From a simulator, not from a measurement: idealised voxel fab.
Process module heading - voxel self aligned contacts
Cross-section cut spans 250 nm and uses square cells 5 nm in size.
Cross-section spec: square-cell grid; bands listed top down; each band is one or more rows.
Read a band's entry like this: the first values are the height of its top and the height of its bottom in nm, and what follows is the sequence of materials from left to right, each with its width in nm. Note that "empty" is empty space, and that a single material marked "throughout" reaches across the band from edge to edge.
Height is counted from the level 0, under which the received wafer is composed throughout of one material. The lowest of the bands is not closed at the bottom but continues downward, in the notation "from 0 down".
The width entry "30 to 40" should be interpreted row by row: the top row of cells in the band takes the first number, the bottom row takes the second number, and the change between adjacent rows is uniform throughout.
"remained the same", as given for a step, is the statement that not any cell of the cross-section underwent a change during that step.
The list in "Closed void listing" covers empty spaces of 8 cells or more that cannot reach the top through any open way, and it gives each as width x height at distance; the distance is from the left edge, and width, height and distance are in nm.
Past the settings on a step's line: simulator remark, on that step.
Among the settings permitted on a step's line is "overlay nm"; applied to a step with a mask, it specifies the extent to which the mask lay to the right of its planned position, whereas a negative figure signifies a position to the left.
### Process steps - plan
step 1: RECEIVE with material Si
step 2: CONFORMAL_DEP with material SiO2, thk nm 5
step 3: DIRECTIONAL_DEP with material polySi, thk nm 20
step 4: DIRECTIONAL_DEP with material SiN, thk nm 20
step 5: PATTERN with tone cover, mask id GATE, material resist, width nm 25, pitch nm 70, thk nm 20, overlay nm 0
step 6: DIRECTIONAL_ETCH with etch materials SiN, depth nm 20
step 7: DIRECTIONAL_ETCH with etch materials polySi, depth nm 20
step 8: STRIP with etch materials resist
step 9: CONFORMAL_DEP with material SiN, thk nm 10
step 10: DIRECTIONAL_ETCH with etch materials SiN, depth nm 10
step 11: FILL_DEP with material SiO2, thk nm 15
step 12: CMP with height nm 55
step 13: PATTERN with tone open, mask id CONTACT, material resist, width nm 55, pitch nm 70, thk nm 15, overlay nm 0
step 14: DIRECTIONAL_ETCH with etch materials SiO2, depth nm 55
step 15: STRIP with etch materials resist
step 16: CONFORMAL_DEP with material TiN, thk nm 5
step 17: FILL_DEP with material W, thk nm 5
step 18: CMP with height nm 55
step 19: CONFORMAL_DEP with material SiN, thk nm 5
### Cross-section: wafer on arrival = after step 1
- from 0 down | Si throughout
- Closed void listing: none
### a wafer at the end: this start, this plan, one mistake
- from 60 to 55 | SiN throughout
- from 55 to 45 | 60 SiO2, then 5 to 25 TiN, then 45 to 5 W, then 5 to 25 TiN, then 15 SiO2, then 5 to 25 TiN, then 45 to 5 W, then 5 to 25 TiN, then 65 SiO2
- from 45 to 25 | 25 SiO2, then 55 SiN, then 5 TiN, then 5 W, then 5 TiN, then 55 SiN, then 5 TiN, then 5 W, then 5 TiN, then 55 SiN, then 30 SiO2
- from 25 to 5 | 25 SiO2, then 10 SiN, then 35 polySi, then 10 SiN, then 5 TiN, then 5 W, then 5 TiN, then 10 SiN, then 35 polySi, then 10 SiN, then 5 TiN, then 5 W, then 5 TiN, then 10 SiN, then 35 polySi, then 10 SiN, then 30 SiO2
- from 5 to 0 | 80 SiO2, then 15 TiN, then 55 SiO2, then 15 TiN, then 85 SiO2
- from 0 down | Si throughout
- Closed void listing: none
Run error: for step 5, the planned setting was not used; the step was instead run as PATTERN with tone cover, mask id GATE, material resist, width nm 35, pitch nm 70, thk nm 20, overlay nm 0
